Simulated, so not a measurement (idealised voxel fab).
You're looking at the process module voxel wiring stack.
Cross-sectional view cut (width: 260 nm; square cell size: 5 nm).
Cross-section spec: square-cell grid; bands listed top down; each band is one or more rows. Quick guide to a band line: top height, bottom height (nm) up front; then every material left to right with its width in nm. Only one material and it's marked "all across"? Then it fills the band edge to edge. And "empty" just means empty space. Measure heights from 0. That's the level where, below it, the as-received wafer is all one material. The lowest band is bottomless and extends downward; write it as in "0 and below". Quick explanation for "30 to 40": the width changes in equal steps down the rows of cells, from the first number in the band's top row to the second number in its bottom row. Take "changes: none" at face value: in the step it is given for, the cross-section changed in none of its cells. "Sealed cavities" specifies each empty space that is not open to the top and that occupies no fewer than 8 cells, using the form width x height at distance, the distance measured from the left edge and all three quantities in nm. Read whatever lies past the settings on a step's line as the simulator's own remark about the step. "overlay nm", when on a step's line for a step with a mask, measures how far to the right of its planned place the mask lay; a negative measure means to the left.
### Process steps (planned)
1: RECEIVE, material Si
2: CONFORMAL_DEP, material SiO2, thk nm 15
3: CONFORMAL_DEP, material SiN, thk nm 5
4: DIRECTIONAL_DEP, material lowk, thk nm 15
5: MASKED_ETCH, tone open, mask id METAL_1, width nm 25, pitch nm 50, etch materials lowk, depth nm 15, overlay nm 0
6: MASKED_ETCH, tone open, mask id METAL_1, width nm 25, pitch nm 50, etch materials SiN, depth nm 5, overlay nm 0
7: CONFORMAL_DEP, material TiN, thk nm 5
8: FILL_DEP, material W, thk nm 10
9: CMP, height nm 35
10: EPI, material Ru, thk nm 5
11: FILL_DEP, material SiCN, thk nm 5
12: DIRECTIONAL_DEP, material lowk, thk nm 35
13: PATTERN, tone open, mask id METAL_2_HOLES, material resist, width nm 15, thk nm 15, overlay nm 0
14: DIRECTIONAL_ETCH, etch materials lowk, depth nm 35
15: STRIP, etch materials resist
16: DIRECTIONAL_DEP, material aC, thk nm 15
17: PATTERN, tone open, mask id METAL_2, material resist, width nm 25, pitch nm 50, thk nm 35, overlay nm 0
18: DIRECTIONAL_ETCH, etch materials aC, depth nm 15
19: STRIP, etch materials resist
20: DIRECTIONAL_ETCH, etch materials lowk, depth nm 20
21: DIRECTIONAL_ETCH, etch materials SiCN, depth nm 5
22: STRIP, etch materials aC
23: CONFORMAL_DEP, material TiN, thk nm 5
24: FILL_DEP, material Cu, thk nm 5
25: CMP, height nm 80
26: CONFORMAL_DEP, material SiCN, thk nm 5
### As received (post step 1): cross-section
> 0 and below = Si all across
> Sealed cavities: none
### The cross-section shown corresponds to the wafer at the conclusion of the module. The initial structure and the process plan are those presented above; however, one mistake occurred in executing the plan
> 85 down to 80 = SiCN all across
> 80 down to 65 = lowk 90 / TiN 5 / Cu 15 / TiN 5 / lowk 25 / TiN 5 / Cu 15 / TiN 5 / lowk 95
> 65 down to 60 = lowk 90 / TiN 5 / Cu 5 / TiN 15 / lowk 25 / TiN 25 / lowk 95
> 60 down to 45 = lowk 90 / TiN 5 / Cu 5 / TiN 5 / lowk 155
> 45 down to 40 = SiCN 90 / TiN 15 / SiCN 155
> 40 down to 35 = SiCN 85 / Ru 35 / SiCN 15 / Ru 35 / SiCN 90
> 35 down to 30 = SiN 90 / TiN 25 / SiN 25 / TiN 25 / SiN 95
> 30 down to 0 = SiO2 all across
> 0 and below = Si all across
> Sealed cavities: none
Here's what went sideways: step 2, plan: ran twice
